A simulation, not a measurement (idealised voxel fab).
Presented below is a process module, voxel wiring stack.
Square cells of 5 nm make up the cross-section cut, whose width is 150 nm.
In what follows, cross-sections appear as grids of square cells, described through bands that run from the top down, where every band is one or more rows of cells.
Look at the band entry: it leads with the top's height and the bottom's height in nm. Then it lists the materials left to right, with a width in nm for each. The word "full width" on a single material says that material fills the band edge to edge. The word "empty" is empty space.
Heads up on the height convention: 0 is the point under which the incoming wafer is all one material, and the lowest band has no bottom, it just keeps going down, like "0 nm and below".
Note: "30->40" means the width goes from the first number (top row of the band) to the second number (bottom row) in equal steps per row of cells.
For the purposes of this document, the phrase "nothing got changed" attached to a step denotes that no cell within the cross-section was modified by that step.
Empty spaces without an open route to the top, at least 8 cells in extent, make up the entry "Closed internal voids"; each is given as width x height at distance, where the distance is measured from the left edge, and all are in nm.
What comes after the settings on a step's line is commentary from the simulator itself on that step.
overlay nm: where the mask lay relative to plan, measured to the right, on steps with a mask; negatives go left.

**Process steps foreseen in the plan**
1) op RECEIVE | material Si
2) op CONFORMAL_DEP | material SiO2 | thk nm 10
3) op DIRECTIONAL_DEP | material TiN | thk nm 5
4) op DIRECTIONAL_DEP | material W | thk nm 20
5) op DIRECTIONAL_DEP | material aC | thk nm 15
6) op PATTERN | tone cover | mask id METAL_1 | material resist | width nm 30 | pitch nm 50 | thk nm 30 | overlay nm 0
7) op DIRECTIONAL_ETCH | etch materials aC | depth nm 15
8) op STRIP | etch materials resist
9) op DIRECTIONAL_ETCH | etch materials W | depth nm 20
10) op DIRECTIONAL_ETCH | etch materials TiN | depth nm 5
11) op STRIP | etch materials aC
12) op CONFORMAL_DEP | material SiCN | thk nm 5
13) op FILL_DEP | material SiO2 | thk nm 5
14) op CMP | height nm 35
15) op CONFORMAL_DEP | material SiCN | thk nm 5
16) op DIRECTIONAL_DEP | material lowk | thk nm 20
17) op MASKED_ETCH | tone open | mask id PLUG_1 | width nm 15 | etch materials lowk | depth nm 20 | overlay nm 0
18) op MASKED_ETCH | tone open | mask id PLUG_1 | width nm 15 | etch materials SiCN | depth nm 5 | overlay nm 0
19) op CONFORMAL_DEP | material TiN | thk nm 5
20) op FILL_DEP | material Cu | thk nm 5
21) op CMP | height nm 60
22) op CONFORMAL_DEP | material SiCN | thk nm 5
23) op DIRECTIONAL_DEP | material lowk | thk nm 20
24) op MASKED_ETCH | tone open | mask id METAL_2 | width nm 30 | pitch nm 50 | etch materials lowk | depth nm 20 | overlay nm 0
25) op MASKED_ETCH | tone open | mask id METAL_2 | width nm 30 | pitch nm 50 | etch materials SiCN | depth nm 5 | overlay nm 0
26) op CONFORMAL_DEP | material TiN | thk nm 5
27) op FILL_DEP | material Ru | thk nm 5
28) op CMP | height nm 85
29) op CONFORMAL_DEP | material SiCN | thk nm 5
30) op DIRECTIONAL_DEP | material SiO2 | thk nm 10
31) op PATTERN | tone open | mask id PLUG_2 | material resist | width nm 15 | pitch nm 50 | thk nm 20 | overlay nm 0
32) op DIRECTIONAL_ETCH | etch materials SiO2 | depth nm 10
33) op DIRECTIONAL_ETCH | etch materials SiCN | depth nm 5
34) op STRIP | etch materials resist
35) op CONFORMAL_DEP | material TiN | thk nm 5
36) op FILL_DEP | material Ru | thk nm 10
37) op CMP | height nm 100
38) op CONFORMAL_DEP | material SiN | thk nm 5
39) op DIRECTIONAL_DEP | material SiO2 | thk nm 25
40) op PATTERN | tone open | mask id METAL_3 | material resist | width nm 30 | pitch nm 50 | thk nm 20 | overlay nm 0
41) op DIRECTIONAL_ETCH | etch materials SiO2 | depth nm 25
42) op DIRECTIONAL_ETCH | etch materials SiN | depth nm 5
43) op STRIP | etch materials resist
44) op CONFORMAL_DEP | material TiN | thk nm 5
45) op FILL_DEP | material Cu | thk nm 5
46) op CMP | height nm 130
47) op CONFORMAL_DEP | material SiCN | thk nm 5

**Wafer cross-section on receipt, i.e. after step 1**
- 0 nm and below = Si full width
- Closed internal voids: none

**Below is the wafer in cross-section after the module was completed. It began from the starting point shown above and followed the plan shown above, except that one mistake was made while running it**
- 135 nm to 130 nm = SiCN full width
- 130 nm to 105 nm = SiO2 35 nm / TiN 5 nm / Cu 20 nm / TiN 5 nm / SiO2 20 nm / TiN 5 nm / Cu 20 nm / TiN 5 nm / SiO2 35 nm
- 105 nm to 100 nm = SiN 35 nm / TiN 30 nm / SiN 20 nm / TiN 30 nm / SiN 35 nm
- 100 nm to 90 nm = SiO2 35 nm / TiN 5 nm / Ru 5 nm / TiN 5 nm / SiO2 35 nm / TiN 5 nm / Ru 5 nm / TiN 5 nm / SiO2 50 nm
- 90 nm to 85 nm = SiCN 35 nm / TiN 15 nm / SiCN 35 nm / TiN 15 nm / SiCN 50 nm
- 85 nm to 65 nm = lowk 35 nm / TiN 5 nm / Ru 20 nm / TiN 5 nm / lowk 20 nm / TiN 5 nm / Ru 20 nm / TiN 5 nm / lowk 35 nm
- 65 nm to 60 nm = SiCN 35 nm / TiN 30 nm / SiCN 20 nm / TiN 30 nm / SiCN 35 nm
- 60 nm to 45 nm = lowk 35 nm / TiN 5 nm / Cu 5 nm / TiN 5 nm / lowk 100 nm
- 45 nm to 40 nm = lowk 35 nm / TiN 15 nm / lowk 100 nm
- 40 nm to 35 nm = SiO2 full width
- 35 nm to 15 nm = SiO2 30 nm / SiCN 5 nm / W 30 nm / SiCN 5 nm / SiO2 10 nm / SiCN 5 nm / W 30 nm / SiCN 5 nm / SiO2 30 nm
- 15 nm to 10 nm = SiCN 35 nm / TiN 30 nm / SiCN 20 nm / TiN 30 nm / SiCN 35 nm
- 10 nm to 0 nm = SiO2 full width
- 0 nm and below = Si full width
- Closed internal voids: none
what went wrong: step 15 ran as: op CONFORMAL_DEP | material SiO2 | thk nm 5
